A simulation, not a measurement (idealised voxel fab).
This is a process module. Its name is voxel wiring stack.
Section cut is 285 nm wide and gridded with 5 nm square cells.
In what follows, cross-sections appear as grids of square cells, described through bands that run from the top down, where every band is one or more rows of cells.
Each band's line starts with the height of the band's top and of its bottom, in nm. Then come its materials from left to right, each with its width in nm. One material with "throughout" fills the band from edge to edge. "empty" is empty space.
Heights are reckoned from 0. Under this level, the received wafer is all of one material. The bottommost band is open-ended downward, for example "from 0 down".
Per-row width for "30 to 40": begins at first number (top row of band), ends at second number (bottom row), increment between rows held constant.
Reading "no change" for a step: not a cell of the cross-section changed in it.
"Entrapped void list": sealed empty spaces, 8 cells or more, no open way to top, listed width x height at distance, with distance from the left edge and width, height and distance in nm.
Where a step's line continues beyond its settings, the continuation is a remark by the simulator itself on that step.
overlay nm: step with mask; distance mask lay right of planned place; negative value = left of planned place.
Everything after this point is organized in pairs: a cross-section before one process step, a cross-section after it that shows only as deep as the lowest changed band, and, under the pair, the intervening step with its settings. Because different runs of this module on the same starting wafer can supply different pairs, a pair continues from the pair above it only if its entry headed "Pre-step profile" says so.

Pre-step profile
* from 125 to 110 | resist: 55; empty: 25; resist: 25; empty: 25; resist: 25; empty: 25; resist: 25; empty: 25; resist: 55
* from 110 to 95 | aC: 55; empty: 25; aC: 25; empty: 25; aC: 25; empty: 25; aC: 25; empty: 25; aC: 55
* from 95 to 70 | SiO2 throughout
* from 70 to 65 | SiCN throughout
* from 65 to 60 | SiCN: 55; TiN: 15; SiCN: 35; TiN: 15; SiCN: 35; TiN: 15; SiCN: 35; TiN: 15; SiCN: 65
* from 60 to 50 | Cu throughout
* from 50 to 45 | TiN: 60; Cu: 15; TiN: 35; Cu: 15; TiN: 35; Cu: 15; TiN: 35; Cu: 15; TiN: 60
* from 45 to 20 | lowk: 55; TiN: 5; Cu: 15; TiN: 5; lowk: 25; TiN: 5; Cu: 15; TiN: 5; lowk: 25; TiN: 5; Cu: 15; TiN: 5; lowk: 25; TiN: 5; Cu: 15; TiN: 5; lowk: 55
* from 20 to 15 | SiCN: 55; TiN: 25; SiCN: 25; TiN: 25; SiCN: 25; TiN: 25; SiCN: 25; TiN: 25; SiCN: 55
* from 15 to 0 | SiO2 throughout
* from 0 down | Si throughout
* Entrapped void list: none

Section After Processing
* from 110 to 95 | aC: 55; empty: 25; aC: 25; empty: 25; aC: 25; empty: 25; aC: 25; empty: 25; aC: 55
* Below 95, the layers are the same as they were.
* Entrapped void list: none
Going from the before section above to the after section, the step was STRIP with etch materials resist

Pre-step profile: the after view from the pair directly above serves as the before view here.

Section After Processing
* from 110 to 95 | aC: 55; empty: 25; aC: 25; empty: 25; aC: 25; empty: 25; aC: 25; empty: 25; aC: 55
* from 95 to 70 | SiO2: 55; empty: 25; SiO2: 25; empty: 25; SiO2: 25; empty: 25; SiO2: 25; empty: 25; SiO2: 55
* Below 70, the layers are the same as they were.
* Entrapped void list: none
Going from the before section above to the after section, the step was DIRECTIONAL_ETCH with etch materials SiO2, depth nm 25

Pre-step profile: the after view from the pair directly above serves as the before view here.

Section After Processing
* from 110 to 95 | aC: 55; empty: 25; aC: 25; empty: 25; aC: 25; empty: 25; aC: 25; empty: 25; aC: 55
* from 95 to 70 | SiO2: 55; empty: 25; SiO2: 25; empty: 25; SiO2: 25; empty: 25; SiO2: 25; empty: 25; SiO2: 55
* from 70 to 65 | SiCN: 55; empty: 25; SiCN: 25; empty: 25; SiCN: 25; empty: 25; SiCN: 25; empty: 25; SiCN: 55
* Below 65, the layers are the same as they were.
* Entrapped void list: none
Going from the before section above to the after section, the step was DIRECTIONAL_ETCH with etch materials SiCN, depth nm 5

Pre-step profile: the after view from the pair directly above serves as the before view here.

Section After Processing
* from 95 to 70 | SiO2: 55; empty: 25; SiO2: 25; empty: 25; SiO2: 25; empty: 25; SiO2: 25; empty: 25; SiO2: 55
* Below 70, the layers are the same as they were.
* Entrapped void list: none
Going from the before section above to the after section, the step was STRIP with etch materials aC

Pre-step profile: the after view from the pair directly above serves as the before view here.

Section After Processing
* from 100 to 95 | TiN: 60; empty: 15; TiN: 35; empty: 15; TiN: 35; empty: 15; TiN: 35; empty: 15; TiN: 60
* from 95 to 70 | SiO2: 55; TiN: 5; empty: 15; TiN: 5; SiO2: 25; TiN: 5; empty: 15; TiN: 5; SiO2: 25; TiN: 5; empty: 15; TiN: 5; SiO2: 25; TiN: 5; empty: 15; TiN: 5; SiO2: 55
* from 70 to 60 | SiCN: 55; TiN: 25 to 15; SiCN: 25 to 35; TiN: 25 to 15; SiCN: 25 to 35; TiN: 25 to 15; SiCN: 25 to 35; TiN: 25 to 15; SiCN: 55 to 65
* Below 60, the layers are the same as they were.
* Entrapped void list: none
Going from the before section above to the after section, the step was CONFORMAL_DEP with material TiN, thk nm 5

Pre-step profile: the after view from the pair directly above serves as the before view here.

Section After Processing
* from 110 to 100 | Cu throughout
* from 100 to 95 | TiN: 60; Cu: 15; TiN: 35; Cu: 15; TiN: 35; Cu: 15; TiN: 35; Cu: 15; TiN: 60
* from 95 to 70 | SiO2: 55; TiN: 5; Cu: 15; TiN: 5; SiO2: 25; TiN: 5; Cu: 15; TiN: 5; SiO2: 25; TiN: 5; Cu: 15; TiN: 5; SiO2: 25; TiN: 5; Cu: 15; TiN: 5; SiO2: 55
* Below 70, the layers are the same as they were.
* Entrapped void list: none
Going from the before section above to the after section, the step was FILL_DEP with material Cu, thk nm 10

Pre-step profile: the after view from the pair directly above serves as the before view here.

Section After Processing
* from 95 to 70 | SiO2: 55; TiN: 5; Cu: 15; TiN: 5; SiO2: 25; TiN: 5; Cu: 15; TiN: 5; SiO2: 25; TiN: 5; Cu: 15; TiN: 5; SiO2: 25; TiN: 5; Cu: 15; TiN: 5; SiO2: 55
* Below 70, the layers are the same as they were.
* Entrapped void list: none
Going from the before section above to the after section, the step was CMP with height nm 95

Pre-step profile: the after view from the pair directly above serves as the before view here.

Section After Processing
* from 100 to 95 | empty: 50; Ru: 35; empty: 15; Ru: 35; empty: 15; Ru: 35; empty: 15; Ru: 35; empty: 50
* Below 95, the layers are the same as they were.
* Entrapped void list: none
Going from the before section above to the after section, the step was EPI with material Ru, thk nm 5

Pre-step profile: the after view from the pair directly above serves as the before view here.

Section After Processing
* from 105 to 100 | SiCN throughout
* from 100 to 95 | SiCN: 50; Ru: 35; SiCN: 15; Ru: 35; SiCN: 15; Ru: 35; SiCN: 15; Ru: 35; SiCN: 50
* Below 95, the layers are the same as they were.
* Entrapped void list: none
Going from the before section above to the after section, the step was FILL_DEP with material SiCN, thk nm 5

Pre-step profile: the after view from the pair directly above serves as the before view here.

Section After Processing
* from 135 to 105 | SiO2 throughout
* Below 105, the layers are the same as they were.
* Entrapped void list: none
Going from the before section above to the after section, the step was DIRECTIONAL_DEP with material SiO2, thk nm 30

Pre-step profile: the after view from the pair directly above serves as the before view here.

Section After Processing
* from 135 to 105 | SiO2: 55; empty: 15; SiO2: 35; empty: 15; SiO2: 35; empty: 15; SiO2: 35; empty: 15; SiO2: 65
* Below 105, the layers are the same as they were.
* Entrapped void list: none
Going from the before section above to the after section, the step was MASKED_ETCH with tone open, mask id METAL_3_HOLES, width nm 15, pitch nm 50, etch materials SiO2, depth nm 30, overlay nm 0

Pre-step profile: the after view from the pair directly above serves as the before view here.

Section After Processing
* from 150 to 135 | aC: 55; empty: 15; aC: 35; empty: 15; aC: 35; empty: 15; aC: 35; empty: 15; aC: 65
* from 135 to 120 | SiO2: 55; empty: 15; SiO2: 35; empty: 15; SiO2: 35; empty: 15; SiO2: 35; empty: 15; SiO2: 65
* from 120 to 105 | SiO2: 55; aC: 15; SiO2: 35; aC: 15; SiO2: 35; aC: 15; SiO2: 35; aC: 15; SiO2: 65
* Below 105, the layers are the same as they were.
* Entrapped void list: none
Going from the before section above to the after section, the step was DIRECTIONAL_DEP with material aC, thk nm 15

Pre-step profile: the after view from the pair directly above serves as the before view here.

Section After Processing
* from 180 to 150 | resist: 55; empty: 25; resist: 25; empty: 25; resist: 25; empty: 25; resist: 25; empty: 25; resist: 55
* Below 150, the layers are the same as they were.
* Entrapped void list: none
Going from the before section above to the after section, the step was PATTERN with tone open, mask id METAL_3, material resist, width nm 25, pitch nm 50, thk nm 30, overlay nm 0

Pre-step profile: the after view from the pair directly above serves as the before view here.

Section After Processing
* from 165 to 150 | resist: 55; empty: 25; resist: 25; empty: 25; resist: 25; empty: 25; resist: 25; empty: 25; resist: 55
* from 150 to 135 | aC: 55; empty: 25; aC: 25; empty: 25; aC: 25; empty: 25; aC: 25; empty: 25; aC: 55
* from 135 to 105 | SiO2: 55; empty: 15; SiO2: 35; empty: 15; SiO2: 35; empty: 15; SiO2: 35; empty: 15; SiO2: 65
* Below 105, the layers are the same as they were.
* Entrapped void list: none
Going from the before section above to the after section, the step was DIRECTIONAL_ETCH with etch materials aC, depth nm 15

Pre-step profile: the after view from the pair directly above serves as the before view here.

Section After Processing
* from 150 to 135 | aC: 55; empty: 25; aC: 25; empty: 25; aC: 25; empty: 25; aC: 25; empty: 25; aC: 55
* Below 135, the layers are the same as they were.
* Entrapped void list: none
Going from the before section above to the after section, the step was STRIP with etch materials resist

Pre-step profile: the after view from the pair directly above serves as the before view here.

Section After Processing
* from 150 to 135 | aC: 55; empty: 25; aC: 25; empty: 25; aC: 25; empty: 25; aC: 25; empty: 25; aC: 55
* from 135 to 115 | SiO2: 55; empty: 25; SiO2: 25; empty: 25; SiO2: 25; empty: 25; SiO2: 25; empty: 25; SiO2: 55
* Below 115, the layers are the same as they were.
* Entrapped void list: none
Going from the before section above to the after section, the step was DIRECTIONAL_ETCH with etch materials SiO2, depth nm 20

Pre-step profile: the after view from the pair directly above serves as the before view here.

Section After Processing
* from 150 to 135 | aC: 55; empty: 25; aC: 25; empty: 25; aC: 25; empty: 25; aC: 25; empty: 25; aC: 55
* from 135 to 115 | SiO2: 55; empty: 25; SiO2: 25; empty: 25; SiO2: 25; empty: 25; SiO2: 25; empty: 25; SiO2: 55
* from 115 to 105 | SiO2: 55; empty: 15; SiO2: 35; empty: 15; SiO2: 35; empty: 15; SiO2: 35; empty: 15; SiO2: 65
* from 105 to 100 | SiCN: 55; empty: 15; SiCN: 35; empty: 15; SiCN: 35; empty: 15; SiCN: 35; empty: 15; SiCN: 65
* Below 100, the layers are the same as they were.
* Entrapped void list: none
Going from the before section above to the after section, the step was DIRECTIONAL_ETCH with etch materials SiCN, depth nm 5

Pre-step profile: the after view from the pair directly above serves as the before view here.

Section After Processing
* from 135 to 115 | SiO2: 55; empty: 25; SiO2: 25; empty: 25; SiO2: 25; empty: 25; SiO2: 25; empty: 25; SiO2: 55
* Below 115, the layers are the same as they were.
* Entrapped void list: none
Going from the before section above to the after section, the step was STRIP with etch materials aC

Pre-step profile: the after view from the pair directly above serves as the before view here.

Section After Processing
* from 140 to 135 | TiN: 60; empty: 15; TiN: 35; empty: 15; TiN: 35; empty: 15; TiN: 35; empty: 15; TiN: 60
* from 135 to 120 | SiO2: 55; TiN: 5; empty: 15; TiN: 5; SiO2: 25; TiN: 5; empty: 15; TiN: 5; SiO2: 25; TiN: 5; empty: 15; TiN: 5; SiO2: 25; TiN: 5; empty: 15; TiN: 5; SiO2: 55
* from 120 to 115 | SiO2: 55; TiN: 5; empty: 5; TiN: 15; SiO2: 25; TiN: 5; empty: 5; TiN: 15; SiO2: 25; TiN: 5; empty: 5; TiN: 15; SiO2: 25; TiN: 5; empty: 5; TiN: 15; SiO2: 55
* from 115 to 105 | SiO2: 55; TiN: 5; empty: 5; TiN: 5; SiO2: 35; TiN: 5; empty: 5; TiN: 5; SiO2: 35; TiN: 5; empty: 5; TiN: 5; SiO2: 35; TiN: 5; empty: 5; TiN: 5; SiO2: 65
* from 105 to 100 | SiCN: 55; TiN: 15; SiCN: 35; TiN: 15; SiCN: 35; TiN: 15; SiCN: 35; TiN: 15; SiCN: 65
* Below 100, the layers are the same as they were.
* Entrapped void list: none
Going from the before section above to the after section, the step was CONFORMAL_DEP with material TiN, thk nm 5

Pre-step profile: the after view from the pair directly above serves as the before view here.

Section After Processing
* from 150 to 140 | Cu throughout
* from 140 to 135 | TiN: 60; Cu: 15; TiN: 35; Cu: 15; TiN: 35; Cu: 15; TiN: 35; Cu: 15; TiN: 60
* from 135 to 120 | SiO2: 55; TiN: 5; Cu: 15; TiN: 5; SiO2: 25; TiN: 5; Cu: 15; TiN: 5; SiO2: 25; TiN: 5; Cu: 15; TiN: 5; SiO2: 25; TiN: 5; Cu: 15; TiN: 5; SiO2: 55
* from 120 to 115 | SiO2: 55; TiN: 5; Cu: 5; TiN: 15; SiO2: 25; TiN: 5; Cu: 5; TiN: 15; SiO2: 25; TiN: 5; Cu: 5; TiN: 15; SiO2: 25; TiN: 5; Cu: 5; TiN: 15; SiO2: 55
* from 115 to 105 | SiO2: 55; TiN: 5; Cu: 5; TiN: 5; SiO2: 35; TiN: 5; Cu: 5; TiN: 5; SiO2: 35; TiN: 5; Cu: 5; TiN: 5; SiO2: 35; TiN: 5; Cu: 5; TiN: 5; SiO2: 65
* Below 105, the layers are the same as they were.
* Entrapped void list: none
Going from the before section above to the after section, the step was FILL_DEP with material Cu, thk nm 10

Pre-step profile: the after view from the pair directly above serves as the before view here.

Section After Processing
* from 135 to 120 | SiO2: 55; TiN: 5; Cu: 15; TiN: 5; SiO2: 25; TiN: 5; Cu: 15; TiN: 5; SiO2: 25; TiN: 5; Cu: 15; TiN: 5; SiO2: 25; TiN: 5; Cu: 15; TiN: 5; SiO2: 55
* Below 120, the layers are the same as they were.
* Entrapped void list: none
Going from the before section above to the after section, the step was CMP with height nm 135

Pre-step profile: the after view from the pair directly above serves as the before view here.

Section After Processing
* from 140 to 135 | SiCN throughout
* Below 135, the layers are the same as they were.
* Entrapped void list: none
Going from the before section above to the after section, the step was CONFORMAL_DEP with material SiCN, thk nm 5

Pre-step profile
* from 15 to 0 | SiO2 throughout
* from 0 down | Si throughout
* Entrapped void list: none

Section After Processing
* from 30 to 0 | SiO2 throughout
* Below 0, the layers are the same as they were.
* Entrapped void list: none
Going from the before section above to the after section, the step was CONFORMAL_DEP with material SiO2, thk nm 15

Pre-step profile: the after view from the pair directly above serves as the before view here.

Section After Processing
* from 35 to 30 | SiCN throughout
* Below 30, the layers are the same as they were.
* Entrapped void list: none
Going from the before section above to the after section, the step was CONFORMAL_DEP with material SiCN, thk nm 5

Pre-step profile: the after view from the pair directly above serves as the before view here.

Section After Processing
* from 60 to 35 | lowk throughout
* Below 35, the layers are the same as they were.
* Entrapped void list: none
Going from the before section above to the after section, the step was DIRECTIONAL_DEP with material lowk, thk nm 25

Pre-step profile: the after view from the pair directly above serves as the before view here.

Section After Processing
* from 60 to 35 | lowk: 55; empty: 25; lowk: 25; empty: 25; lowk: 25; empty: 25; lowk: 25; empty: 25; lowk: 55
* Below 35, the layers are the same as they were.
* Entrapped void list: none
Going from the before section above to the after section, the step was MASKED_ETCH with tone open, mask id METAL_1, width nm 25, pitch nm 50, etch materials lowk, depth nm 25, overlay nm 0

Pre-step profile: the after view from the pair directly above serves as the before view here.

Section After Processing
* from 60 to 35 | lowk: 55; empty: 25; lowk: 25; empty: 25; lowk: 25; empty: 25; lowk: 25; empty: 25; lowk: 55
* from 35 to 30 | SiCN: 55; empty: 25; SiCN: 25; empty: 25; SiCN: 25; empty: 25; SiCN: 25; empty: 25; SiCN: 55
* Below 30, the layers are the same as they were.
* Entrapped void list: none
Going from the before section above to the after section, the step was MASKED_ETCH with tone open, mask id METAL_1, width nm 25, pitch nm 50, etch materials SiCN, depth nm 5, overlay nm 0

Pre-step profile: the after view from the pair directly above serves as the before view here.

Section After Processing
* from 65 to 60 | TiN: 60; empty: 15; TiN: 35; empty: 15; TiN: 35; empty: 15; TiN: 35; empty: 15; TiN: 60
* from 60 to 35 | lowk: 55; TiN: 5; empty: 15; TiN: 5; lowk: 25; TiN: 5; empty: 15; TiN: 5; lowk: 25; TiN: 5; empty: 15; TiN: 5; lowk: 25; TiN: 5; empty: 15; TiN: 5; lowk: 55
* from 35 to 30 | SiCN: 55; TiN: 25; SiCN: 25; TiN: 25; SiCN: 25; TiN: 25; SiCN: 25; TiN: 25; SiCN: 55
* Below 30, the layers are the same as they were.
* Entrapped void list: none
Going from the before section above to the after section, the step was CONFORMAL_DEP with material TiN, thk nm 5

Pre-step profile: the after view from the pair directly above serves as the before view here.

Section After Processing
* from 75 to 65 | Cu throughout
* from 65 to 60 | TiN: 60; Cu: 15; TiN: 35; Cu: 15; TiN: 35; Cu: 15; TiN: 35; Cu: 15; TiN: 60
* from 60 to 35 | lowk: 55; TiN: 5; Cu: 15; TiN: 5; lowk: 25; TiN: 5; Cu: 15; TiN: 5; lowk: 25; TiN: 5; Cu: 15; TiN: 5; lowk: 25; TiN: 5; Cu: 15; TiN: 5; lowk: 55
* Below 35, the layers are the same as they were.
* Entrapped void list: none
Going from the before section above to the after section, the step was FILL_DEP with material Cu, thk nm 10

Pre-step profile: the after view from the pair directly above serves as the before view here.

Section After Processing
* from 45 to 35 | lowk: 55; TiN: 5; Cu: 15; TiN: 5; lowk: 25; TiN: 5; Cu: 15; TiN: 5; lowk: 25; TiN: 5; Cu: 15; TiN: 5; lowk: 25; TiN: 5; Cu: 15; TiN: 5; lowk: 55
* Below 35, the layers are the same as they were.
* Entrapped void list: none
Going from the before section above to the after section, the step was CMP with height nm 45

Pre-step profile: the after view from the pair directly above serves as the before view here.

Section After Processing
* from 50 to 45 | SiCN throughout
* Below 45, the layers are the same as they were.
* Entrapped void list: none
Going from the before section above to the after section, the step was CONFORMAL_DEP with material SiCN, thk nm 5

Pre-step profile: the after view from the pair directly above serves as the before view here.

Section After Processing
* from 65 to 50 | lowk throughout
* Below 50, the layers are the same as they were.
* Entrapped void list: none
Going from the before section above to the after section, the step was DIRECTIONAL_DEP with material lowk, thk nm 15

Pre-step profile: the after view from the pair directly above serves as the before view here.

Section After Processing
* from 75 to 65 | aC throughout
* Below 65, the layers are the same as they were.
* Entrapped void list: none
Going from the before section above to the after section, the step was DIRECTIONAL_DEP with material aC, thk nm 10

Pre-step profile: the after view from the pair directly above serves as the before view here.

Section After Processing
* from 100 to 75 | resist: 55; empty: 15; resist: 35; empty: 15; resist: 35; empty: 15; resist: 35; empty: 15; resist: 65
* Below 75, the layers are the same as they were.
* Entrapped void list: none
Going from the before section above to the after section, the step was PATTERN with tone open, mask id PLUG_1, material resist, width nm 15, pitch nm 50, thk nm 25, overlay nm 0

Pre-step profile: the after view from the pair directly above serves as the before view here.

Section After Processing
* from 90 to 75 | resist: 55; empty: 15; resist: 35; empty: 15; resist: 35; empty: 15; resist: 35; empty: 15; resist: 65
* from 75 to 65 | aC: 55; empty: 15; aC: 35; empty: 15; aC: 35; empty: 15; aC: 35; empty: 15; aC: 65
* Below 65, the layers are the same as they were.
* Entrapped void list: none
Going from the before section above to the after section, the step was DIRECTIONAL_ETCH with etch materials aC, depth nm 10

Pre-step profile: the after view from the pair directly above serves as the before view here.

Section After Processing
* from 75 to 65 | aC: 55; empty: 15; aC: 35; empty: 15; aC: 35; empty: 15; aC: 35; empty: 15; aC: 65
* Below 65, the layers are the same as they were.
* Entrapped void list: none
Going from the before section above to the after section, the step was STRIP with etch materials resist

Pre-step profile: the after view from the pair directly above serves as the before view here.

Section After Processing
* from 75 to 65 | aC: 55; empty: 15; aC: 35; empty: 15; aC: 35; empty: 15; aC: 35; empty: 15; aC: 65
* from 65 to 50 | lowk: 55; empty: 15; lowk: 35; empty: 15; lowk: 35; empty: 15; lowk: 35; empty: 15; lowk: 65
* Below 50, the layers are the same as they were.
* Entrapped void list: none
Going from the before section above to the after section, the step was DIRECTIONAL_ETCH with etch materials lowk, depth nm 15

Pre-step profile: the after view from the pair directly above serves as the before view here.

Section After Processing
* from 75 to 65 | aC: 55; empty: 15; aC: 35; empty: 15; aC: 35; empty: 15; aC: 35; empty: 15; aC: 65
* from 65 to 50 | lowk: 55; empty: 15; lowk: 35; empty: 15; lowk: 35; empty: 15; lowk: 35; empty: 15; lowk: 65
* from 50 to 45 | SiCN: 55; empty: 15; SiCN: 35; empty: 15; SiCN: 35; empty: 15; SiCN: 35; empty: 15; SiCN: 65
* Below 45, the layers are the same as they were.
* Entrapped void list: none
Going from the before section above to the after section, the step was DIRECTIONAL_ETCH with etch materials SiCN, depth nm 5

Pre-step profile: the after view from the pair directly above serves as the before view here.

Section After Processing
* from 65 to 50 | lowk: 55; empty: 15; lowk: 35; empty: 15; lowk: 35; empty: 15; lowk: 35; empty: 15; lowk: 65
* Below 50, the layers are the same as they were.
* Entrapped void list: none
Going from the before section above to the after section, the step was STRIP with etch materials aC

Pre-step profile: the after view from the pair directly above serves as the before view here.

Section After Processing
* from 70 to 65 | TiN: 60; empty: 5; TiN: 45; empty: 5; TiN: 45; empty: 5; TiN: 45; empty: 5; TiN: 70
* from 65 to 50 | lowk: 55; TiN: 5; empty: 5; TiN: 5; lowk: 35; TiN: 5; empty: 5; TiN: 5; lowk: 35; TiN: 5; empty: 5; TiN: 5; lowk: 35; TiN: 5; empty: 5; TiN: 5; lowk: 65
* from 50 to 45 | SiCN: 55; TiN: 15; SiCN: 35; TiN: 15; SiCN: 35; TiN: 15; SiCN: 35; TiN: 15; SiCN: 65
* Below 45, the layers are the same as they were.
* Entrapped void list: none
Going from the before section above to the after section, the step was CONFORMAL_DEP with material TiN, thk nm 5

Pre-step profile: the after view from the pair directly above serves as the before view here.

Section After Processing
* from 75 to 70 | Cu throughout
* from 70 to 65 | TiN: 60; Cu: 5; TiN: 45; Cu: 5; TiN: 45; Cu: 5; TiN: 45; Cu: 5; TiN: 70
* from 65 to 50 | lowk: 55; TiN: 5; Cu: 5; TiN: 5; lowk: 35; TiN: 5; Cu: 5; TiN: 5; lowk: 35; TiN: 5; Cu: 5; TiN: 5; lowk: 35; TiN: 5; Cu: 5; TiN: 5; lowk: 65
* Below 50, the layers are the same as they were.
* Entrapped void list: none
Going from the before section above to the after section, the step was FILL_DEP with material Cu, thk nm 5

Pre-step profile: the after view from the pair directly above serves as the before view here.

Section After Processing
* from 65 to 50 | lowk: 55; TiN: 5; Cu: 5; TiN: 5; lowk: 35; TiN: 5; Cu: 5; TiN: 5; lowk: 35; TiN: 5; Cu: 5; TiN: 5; lowk: 35; TiN: 5; Cu: 5; TiN: 5; lowk: 65
* Below 50, the layers are the same as they were.
* Entrapped void list: none
Going from the before section above to the after section, the step was CMP with height nm 65

Pre-step profile: the after view from the pair directly above serves as the before view here.

Section After Processing
* from 70 to 65 | SiCN throughout
* Below 65, the layers are the same as they were.
* Entrapped void list: none
Going from the before section above to the after section, the step was CONFORMAL_DEP with material SiCN, thk nm 5

Pre-step profile: the after view from the pair directly above serves as the before view here.

Section After Processing
* from 95 to 70 | SiO2 throughout
* Below 70, the layers are the same as they were.
* Entrapped void list: none
Going from the before section above to the after section, the step was DIRECTIONAL_DEP with material SiO2, thk nm 25

Pre-step profile: the after view from the pair directly above serves as the before view here.

Section After Processing
* from 110 to 95 | aC throughout
* Below 95, the layers are the same as they were.
* Entrapped void list: none
Going from the before section above to the after section, the step was DIRECTIONAL_DEP with material aC, thk nm 15

Pre-step profile: the after view from the pair directly above serves as the before view here.

Section After Processing
* from 140 to 110 | resist: 55; empty: 25; resist: 25; empty: 25; resist: 25; empty: 25; resist: 25; empty: 25; resist: 55
* Below 110, the layers are the same as they were.
* Entrapped void list: none
Going from the before section above to the after section, the step was PATTERN with tone open, mask id METAL_2, material resist, width nm 25, pitch nm 50, thk nm 30, overlay nm 0

Pre-step profile: the after view from the pair directly above serves as the before view here.

Section After Processing
* from 125 to 110 | resist: 55; empty: 25; resist: 25; empty: 25; resist: 25; empty: 25; resist: 25; empty: 25; resist: 55
* from 110 to 95 | aC: 55; empty: 25; aC: 25; empty: 25; aC: 25; empty: 25; aC: 25; empty: 25; aC: 55
* Below 95, the layers are the same as they were.
* Entrapped void list: none
Going from the before section above to the after section, the step was DIRECTIONAL_ETCH with etch materials aC, depth nm 15

Pre-step profile: the after view from the pair directly above serves as the before view here.

Section After Processing
* from 110 to 95 | aC: 55; empty: 25; aC: 25; empty: 25; aC: 25; empty: 25; aC: 25; empty: 25; aC: 55
* Below 95, the layers are the same as they were.
* Entrapped void list: none
Going from the before section above to the after section, the step was STRIP with etch materials resist

Pre-step profile: the after view from the pair directly above serves as the before view here.

Section After Processing
* from 110 to 95 | aC: 55; empty: 25; aC: 25; empty: 25; aC: 25; empty: 25; aC: 25; empty: 25; aC: 55
* from 95 to 70 | SiO2: 55; empty: 25; SiO2: 25; empty: 25; SiO2: 25; empty: 25; SiO2: 25; empty: 25; SiO2: 55
* Below 70, the layers are the same as they were.
* Entrapped void list: none
Going from the before section above to the after section, the step was DIRECTIONAL_ETCH with etch materials SiO2, depth nm 25

Pre-step profile: the after view from the pair directly above serves as the before view here.

Section After Processing
* from 110 to 95 | aC: 55; empty: 25; aC: 25; empty: 25; aC: 25; empty: 25; aC: 25; empty: 25; aC: 55
* from 95 to 70 | SiO2: 55; empty: 25; SiO2: 25; empty: 25; SiO2: 25; empty: 25; SiO2: 25; empty: 25; SiO2: 55
* from 70 to 65 | SiCN: 55; empty: 25; SiCN: 25; empty: 25; SiCN: 25; empty: 25; SiCN: 25; empty: 25; SiCN: 55
* Below 65, the layers are the same as they were.
* Entrapped void list: none
Going from the before section above to the after section, the step was DIRECTIONAL_ETCH with etch materials SiCN, depth nm 5

Pre-step profile: the after view from the pair directly above serves as the before view here.

Section After Processing
* from 95 to 70 | SiO2: 55; empty: 25; SiO2: 25; empty: 25; SiO2: 25; empty: 25; SiO2: 25; empty: 25; SiO2: 55
* Below 70, the layers are the same as they were.
* Entrapped void list: none
Going from the before section above to the after section, the step was STRIP with etch materials aC

Pre-step profile: the after view from the pair directly above serves as the before view here.

Section After Processing
* from 100 to 95 | TiN: 60; empty: 15; TiN: 35; empty: 15; TiN: 35; empty: 15; TiN: 35; empty: 15; TiN: 60
* from 95 to 70 | SiO2: 55; TiN: 5; empty: 15; TiN: 5; SiO2: 25; TiN: 5; empty: 15; TiN: 5; SiO2: 25; TiN: 5; empty: 15; TiN: 5; SiO2: 25; TiN: 5; empty: 15; TiN: 5; SiO2: 55
* from 70 to 65 | SiCN: 55; TiN: 25; SiCN: 25; TiN: 25; SiCN: 25; TiN: 25; SiCN: 25; TiN: 25; SiCN: 55
* Below 65, the layers are the same as they were.
* Entrapped void list: none
Going from the before section above to the after section, the step was CONFORMAL_DEP with material TiN, thk nm 5

Pre-step profile: the after view from the pair directly above serves as the before view here.

Section After Processing
* from 110 to 100 | Cu throughout
* from 100 to 95 | TiN: 60; Cu: 15; TiN: 35; Cu: 15; TiN: 35; Cu: 15; TiN: 35; Cu: 15; TiN: 60
* from 95 to 70 | SiO2: 55; TiN: 5; Cu: 15; TiN: 5; SiO2: 25; TiN: 5; Cu: 15; TiN: 5; SiO2: 25; TiN: 5; Cu: 15; TiN: 5; SiO2: 25; TiN: 5; Cu: 15; TiN: 5; SiO2: 55
* Below 70, the layers are the same as they were.
* Entrapped void list: none
Going from the before section above to the after section, the step was FILL_DEP with material Cu, thk nm 10

Pre-step profile: the after view from the pair directly above serves as the before view here.

Section After Processing
* from 95 to 70 | SiO2: 55; TiN: 5; Cu: 15; TiN: 5; SiO2: 25; TiN: 5; Cu: 15; TiN: 5; SiO2: 25; TiN: 5; Cu: 15; TiN: 5; SiO2: 25; TiN: 5; Cu: 15; TiN: 5; SiO2: 55
* Below 70, the layers are the same as they were.
* Entrapped void list: none
Going from the before section above to the after section, the step was CMP with height nm 95

Pre-step profile: the after view from the pair directly above serves as the before view here.

Section After Processing
* from 100 to 95 | empty: 50; Ru: 35; empty: 15; Ru: 35; empty: 15; Ru: 35; empty: 15; Ru: 35; empty: 50
* Below 95, the layers are the same as they were.
* Entrapped void list: none
Going from the before section above to the after section, the step was EPI with material Ru, thk nm 5

Pre-step profile: the after view from the pair directly above serves as the before view here.

Section After Processing
* from 105 to 100 | SiCN throughout
* from 100 to 95 | SiCN: 50; Ru: 35; SiCN: 15; Ru: 35; SiCN: 15; Ru: 35; SiCN: 15; Ru: 35; SiCN: 50
* Below 95, the layers are the same as they were.
* Entrapped void list: none
Going from the before section above to the after section, the step was FILL_DEP with material SiCN, thk nm 5

Pre-step profile: the after view from the pair directly above serves as the before view here.

Section After Processing
* from 135 to 105 | SiO2 throughout
* Below 105, the layers are the same as they were.
* Entrapped void list: none
Going from the before section above to the after section, the step was DIRECTIONAL_DEP with material SiO2, thk nm 30

Pre-step profile: the after view from the pair directly above serves as the before view here.

Section After Processing
* from 135 to 105 | SiO2: 55; empty: 15; SiO2: 35; empty: 15; SiO2: 35; empty: 15; SiO2: 35; empty: 15; SiO2: 65
* Below 105, the layers are the same as they were.
* Entrapped void list: none
Going from the before section above to the after section, the step was MASKED_ETCH with tone open, mask id METAL_3_HOLES, width nm 15, pitch nm 50, etch materials SiO2, depth nm 30, overlay nm 0

Pre-step profile: the after view from the pair directly above serves as the before view here.

Section After Processing
* from 150 to 135 | aC: 55; empty: 15; aC: 35; empty: 15; aC: 35; empty: 15; aC: 35; empty: 15; aC: 65
* from 135 to 120 | SiO2: 55; empty: 15; SiO2: 35; empty: 15; SiO2: 35; empty: 15; SiO2: 35; empty: 15; SiO2: 65
* from 120 to 105 | SiO2: 55; aC: 15; SiO2: 35; aC: 15; SiO2: 35; aC: 15; SiO2: 35; aC: 15; SiO2: 65
* Below 105, the layers are the same as they were.
* Entrapped void list: none
Going from the before section above to the after section, the step was DIRECTIONAL_DEP with material aC, thk nm 15

Pre-step profile: the after view from the pair directly above serves as the before view here.

Section After Processing
* from 180 to 150 | resist: 55; empty: 25; resist: 25; empty: 25; resist: 25; empty: 25; resist: 25; empty: 25; resist: 55
* Below 150, the layers are the same as they were.
* Entrapped void list: none
Going from the before section above to the after section, the step was PATTERN with tone open, mask id METAL_3, material resist, width nm 25, pitch nm 50, thk nm 30, overlay nm 0
